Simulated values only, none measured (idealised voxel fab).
Presented below is a process module, voxel tone inversion.
Displayed cross-section: cut, width of 150 nm, square cells sized 5 nm.
Format of a cross-section: grid, square cells. Given as bands. Order: top down. Band: one or more rows of cells. First you get the band's top height and its bottom height, in nm, and then the materials it's made of, left to right, with each width in nm. If you see a single material with "edge to edge", that one covers the band edge to edge. "blank" is empty space. Note: height 0 marks the level under which the wafer is uniformly one material as received. Lowest band unbounded below, written "0 nm and below". With a width like "30..40", each row of cells in the band differs from the next by the same amount, the top row carrying the first number and the bottom row the second. "left unchanged" means the step left every cell of the cross-section as it was. Basically, "Closed void entries" tells you about the enclosed voids: empty spaces with no open way to the top, 8 cells or bigger, each written width x height at distance, where distance is from the left edge, all in nm. Text after the settings on a step's line: the simulator's own remark on that step. overlay nm: step with mask; distance mask lay right of planned place; negative value = left of planned place.

Here's what the planned process steps look like:
1,RECEIVE (material Si)
2,CONFORMAL_DEP (material SiCN; thk nm 5)
3,DIRECTIONAL_DEP (material polySi; thk nm 20)
4,PATTERN (tone cover; mask id POSTS; material resist; width nm 15; pitch nm 30; thk nm 25; overlay nm 0)
5,DIRECTIONAL_ETCH (etch materials polySi; depth nm 20)
6,STRIP (etch materials resist)
7,FILL_DEP (material lowk; thk nm 10)
8,CMP (height nm 25)
9,STRIP (etch materials polySi)
10,CONFORMAL_DEP (material TiN; thk nm 5)
11,FILL_DEP (material W; thk nm 5)
12,CMP (height nm 25)
13,CONFORMAL_DEP (material SiCN; thk nm 5)

First of two wafers - as planned:

As-received wafer cross-section (after step 1):
  0 nm and below: Si edge to edge
  Closed void entries: none

Cross-section through the wafer, step 2 finished:
  5 nm to 0 nm: SiCN edge to edge
  Below 0, the layers are the same as they were.

Cross-section through the wafer, step 3 finished:
  25 nm to 5 nm: polySi edge to edge
  Below 5, the layers are the same as they were.

Cross-section through the wafer, step 4 finished:
  50 nm to 25 nm: blank=50 | resist=15 | blank=15 | resist=15 | blank=55
  Below 25, the layers are the same as they were.

Cross-section through the wafer, step 5 finished:
  50 nm to 25 nm: blank=50 | resist=15 | blank=15 | resist=15 | blank=55
  25 nm to 5 nm: blank=50 | polySi=15 | blank=15 | polySi=15 | blank=55
  Below 5, the layers are the same as they were.

Cross-section through the wafer, step 6 finished:
  25 nm to 5 nm: blank=50 | polySi=15 | blank=15 | polySi=15 | blank=55
  Below 5, the layers are the same as they were.

Cross-section through the wafer, step 7 finished:
  35 nm to 25 nm: lowk edge to edge
  25 nm to 5 nm: lowk=50 | polySi=15 | lowk=15 | polySi=15 | lowk=55
  Below 5, the layers are the same as they were.

Cross-section through the wafer, step 8 finished:
  25 nm to 5 nm: lowk=50 | polySi=15 | lowk=15 | polySi=15 | lowk=55
  Below 5, the layers are the same as they were.

Cross-section through the wafer, step 9 finished:
  25 nm to 5 nm: lowk=50 | blank=15 | lowk=15 | blank=15 | lowk=55
  Below 5, the layers are the same as they were.

Cross-section through the wafer, step 10 finished:
  30 nm to 25 nm: TiN=55 | blank=5 | TiN=25 | blank=5 | TiN=60
  25 nm to 10 nm: lowk=50 | TiN=5 | blank=5 | TiN=5 | lowk=15 | TiN=5 | blank=5 | TiN=5 | lowk=55
  10 nm to 5 nm: lowk=50 | TiN=15 | lowk=15 | TiN=15 | lowk=55
  Below 5, the layers are the same as they were.

Cross-section through the wafer, step 11 finished:
  35 nm to 30 nm: W edge to edge
  30 nm to 25 nm: TiN=55 | W=5 | TiN=25 | W=5 | TiN=60
  25 nm to 10 nm: lowk=50 | TiN=5 | W=5 | TiN=5 | lowk=15 | TiN=5 | W=5 | TiN=5 | lowk=55
  Below 10, the layers are the same as they were.

Cross-section through the wafer, step 12 finished:
  25 nm to 10 nm: lowk=50 | TiN=5 | W=5 | TiN=5 | lowk=15 | TiN=5 | W=5 | TiN=5 | lowk=55
  Below 10, the layers are the same as they were.

Cross-section through the wafer, step 13 finished:
  30 nm to 25 nm: SiCN edge to edge
  Below 25, the layers are the same as they were.

Okay, second wafer. Nothing different at the start, nothing different in the plan, just one mistake somewhere in the running. As far as step 10, counting that step, it's the first wafer all over again:

Cross-sectional representation of the second wafer at the time designated in the plan for the completion of step 11:
  35 nm to 30 nm: polySi edge to edge
  30 nm to 25 nm: TiN=55 | polySi=5 | TiN=25 | polySi=5 | TiN=60
  25 nm to 10 nm: lowk=50 | TiN=5 | polySi=5 | TiN=5 | lowk=15 | TiN=5 | polySi=5 | TiN=5 | lowk=55
  Below 10, the layers are the same as they were.

Cross-sectional representation of the second wafer at the time designated in the plan for the completion of step 12:
  25 nm to 10 nm: lowk=50 | TiN=5 | polySi=5 | TiN=5 | lowk=15 | TiN=5 | polySi=5 | TiN=5 | lowk=55
  Below 10, the layers are the same as they were.

Cross-sectional representation of the second wafer at the time designated in the plan for the completion of step 13:
  30 nm to 25 nm: SiCN edge to edge
  Below 25, the layers are the same as they were.
Error vs. plan: it should be noted that step 11 was executed with settings other than those planned, the operation and settings actually applied being FILL_DEP (material polySi; thk nm 5)
Wrapping up, a cell-based count of both wafers puts the second over or under the first for these materials: -6 W | +6 polySi
